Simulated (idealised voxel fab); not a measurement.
Process module, titled voxel self aligned contacts
Shown is cross-section cut, with a width of 165 nm and square cells of size 5 nm.
Bands, listed from the top down, are how a cross-section gets written in this document; the cross-section itself is a grid of square cells, and a band is one or more rows of them.
Band: top and bottom heights (nm) first, top before bottom; then materials from left to right, widths in nm. "throughout" marks a sole material filling the band edge to edge. "air" denotes empty space.
Heads up on the height convention: 0 is the point under which the incoming wafer is all one material, and the lowest band has no bottom, it just keeps going down, like "0..down".
When a width is written as two numbers, as in "30..40", the first number is the width in the top row of cells of the band and the second is the width in its bottom row, and the width changes by the same amount from each row to the next.
For the purposes of this document, the phrase "nothing got changed" attached to a step denotes that no cell within the cross-section was modified by that step.
The entry "Enclosed cavities" lists the empty spaces that cover at least 8 cells and have no open path to the top. Each is written as width x height at distance, where the distance is measured from the left edge and all three values are in nm.
Formally, on a step line, whatever follows the settings is a remark that the simulator itself makes on the step.
"overlay nm" denotes, for a step that has a mask, the displacement of the mask to the right of its planned place, with negative values corresponding to the left.

**Process steps - plan**
- 1: RECEIVE [material Si]
- 2: OXIDIZE [depth nm 5]
- 3: DIRECTIONAL_DEP [material polySi] [thk nm 30]
- 4: DIRECTIONAL_DEP [material SiN] [thk nm 15]
- 5: PATTERN [tone cover] [mask id GATE] [material resist] [width nm 20] [pitch nm 60] [thk nm 15] [overlay nm 0]
- 6: DIRECTIONAL_ETCH [etch materials SiN] [depth nm 15]
- 7: DIRECTIONAL_ETCH [etch materials polySi] [depth nm 30]
- 8: STRIP [etch materials resist]
- 9: CONFORMAL_DEP [material SiN] [thk nm 5]
- 10: DIRECTIONAL_ETCH [etch materials SiN] [depth nm 5]
- 11: FILL_DEP [material SiO2] [thk nm 20]
- 12: CMP [height nm 55]
- 13: PATTERN [tone open] [mask id CONTACT] [material resist] [width nm 40] [thk nm 15] [overlay nm 0]
- 14: DIRECTIONAL_ETCH [etch materials SiO2] [depth nm 60]
- 15: STRIP [etch materials resist]
- 16: CONFORMAL_DEP [material TiN] [thk nm 5]
- 17: FILL_DEP [material Ru] [thk nm 10]
- 18: CMP [height nm 55]
- 19: CONFORMAL_DEP [material SiN] [thk nm 5]
Across this set of wafers, the varied parameter is the width nm of step 5. Starting conditions are identical for every wafer, and the plan reports the value assigned to the first wafer.

**Here's the first of the wafers in cross-section, just as we got it, i.e. after step 1**
  0..down = Si throughout
  Enclosed cavities: none

**At the end of the module, after its last step, step 19, the first of several wafers appears in cross-section as follows**
  60..55 = SiN throughout
  55..45 = SiO2: 60; TiN: 5..10; Ru: 30..20; TiN: 5..10; SiO2: 65
  45..30 = SiO2: 35; SiN: 30; TiN: 5; Ru: 20; TiN: 5; SiN: 30; SiO2: 40
  30..0 = SiO2: 35; SiN: 5; polySi: 20; SiN: 5; TiN: 5; Ru: 20; TiN: 5; SiN: 5; polySi: 20; SiN: 5; SiO2: 40
  0..-5 = SiO2: 65; TiN: 30; SiO2: 70
  -5..down = Si throughout
  Enclosed cavities: none

**Cross-sectional view of the final wafer of several at the module's end**
  60..55 = SiN throughout
  55..50 = SiO2: 60; TiN: 5; Ru: 30; TiN: 5; SiO2: 65
  50..45 = SiO2: 60; TiN: 40; SiO2: 65
  45..30 = SiO2: 25; SiN: 55; TiN: 5; SiN: 55; SiO2: 25
  30..0 = SiO2: 25; SiN: 5; polySi: 45; SiN: 5; TiN: 5; SiN: 5; polySi: 45; SiN: 5; SiO2: 25
  0..-5 = SiO2: 80; TiN: 5; SiO2: 80
  -5..down = Si throughout
  Enclosed cavities: none

**Note: the following table is arranged by wafer, a row apiece. Each row reports the end-of-module state: per material, cells gained (+) or cells lost (-) compared with the wafer as received; closed voids follow**
width nm 20, +46 Ru, -33 Si, +93 SiN, +212 SiO2, +30 TiN, +48 polySi, Enclosed cavities: none
width nm 25, +36 Ru, -33 Si, +99 SiN, +204 SiO2, +30 TiN, +60 polySi, Enclosed cavities: none
width nm 30, +26 Ru, -33 Si, +105 SiN, +196 SiO2, +30 TiN, +72 polySi, Enclosed cavities: none
width nm 35, +16 Ru, -33 Si, +111 SiN, +188 SiO2, +30 TiN, +84 polySi, Enclosed cavities: none
width nm 40, +6 Ru, -33 Si, +117 SiN, +180 SiO2, +30 TiN, +96 polySi, Enclosed cavities: none
width nm 45, +6 Ru, -33 Si, +123 SiN, +172 SiO2, +20 TiN, +108 polySi, Enclosed cavities: none
